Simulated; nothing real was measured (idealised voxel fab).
Process module in this document: voxel plated lines
The width of the displayed cross-section, cut, is 265 nm; its cells are square, with a size of 5 nm.
A cross-section is written here as square cells arranged in a grid, and it is given in bands from the top down, each band taking up one or more rows of cells. A band entry consists of two parts. The first gives the height of the band's top and the height of its bottom, in nm. The rest lists the band's materials from left to right, each with its width in nm. A single material labelled with the word "all across" fills the band from edge to edge, and the word "empty" marks empty space. Heights from 0 (as-received wafer is one material below). Bottom band endless downward, as "from 0 down". Width spec "30 to 40" -> top row of cells at first value, bottom row at second value, equal per-row change in between. Where a step carries "same as before", the cross-section came out of it unchanged, cell for cell. Closed empty spaces (no open way to the top) of 8 cells or more are what "Closed voids list" lists, each as width x height at distance from the left edge, nm for all three. The remark found on a step's line after its settings is issued by the simulator itself and pertains to that step. overlay nm: on a step with a mask, how far right of its planned place the mask lay; negative means left.
# Below is the list of planned process steps
1. RECEIVE, material Si
2. CONFORMAL_DEP, material Al2O3, thk nm 10
3. DIRECTIONAL_DEP, material TiN, thk nm 5
4. PATTERN, tone open, mask id LINES, material resist, width nm 15, pitch nm 35, thk nm 20, overlay nm -15
5. EPI, material Ru, thk nm 5
6. STRIP, etch materials resist
7. DIRECTIONAL_ETCH, etch materials TiN, depth nm 5
8. CONFORMAL_DEP, material SiN, thk nm 10
Variable across wafers: step 4 overlay nm (plan value is that of the first wafer; starting state common to all).
# Received condition of the first of several wafers, sectioned: post-step 1
  from 0 down | Si all across
  Closed voids list: none
# Below is a per-wafer table. In it, each row describes the wafer at the end of the module by giving, for each material, the number of cells gained (+) or lost (-) since the wafer was received, and after that the closed voids of the wafer
overlay nm -15; +106 Al2O3; +9 Ru; +130 SiN; +9 TiN; Closed voids list: none
overlay nm -10; +106 Al2O3; +9 Ru; +130 SiN; +9 TiN; Closed voids list: none
overlay nm -5; +106 Al2O3; +9 Ru; +130 SiN; +9 TiN; Closed voids list: none
overlay nm 0; +106 Al2O3; +9 Ru; +130 SiN; +9 TiN; Closed voids list: none
overlay nm 5; +106 Al2O3; +9 Ru; +130 SiN; +9 TiN; Closed voids list: none
overlay nm 10; +106 Al2O3; +9 Ru; +130 SiN; +9 TiN; Closed voids list: none
overlay nm 15; +106 Al2O3; +9 Ru; +130 SiN; +9 TiN; Closed voids list: none
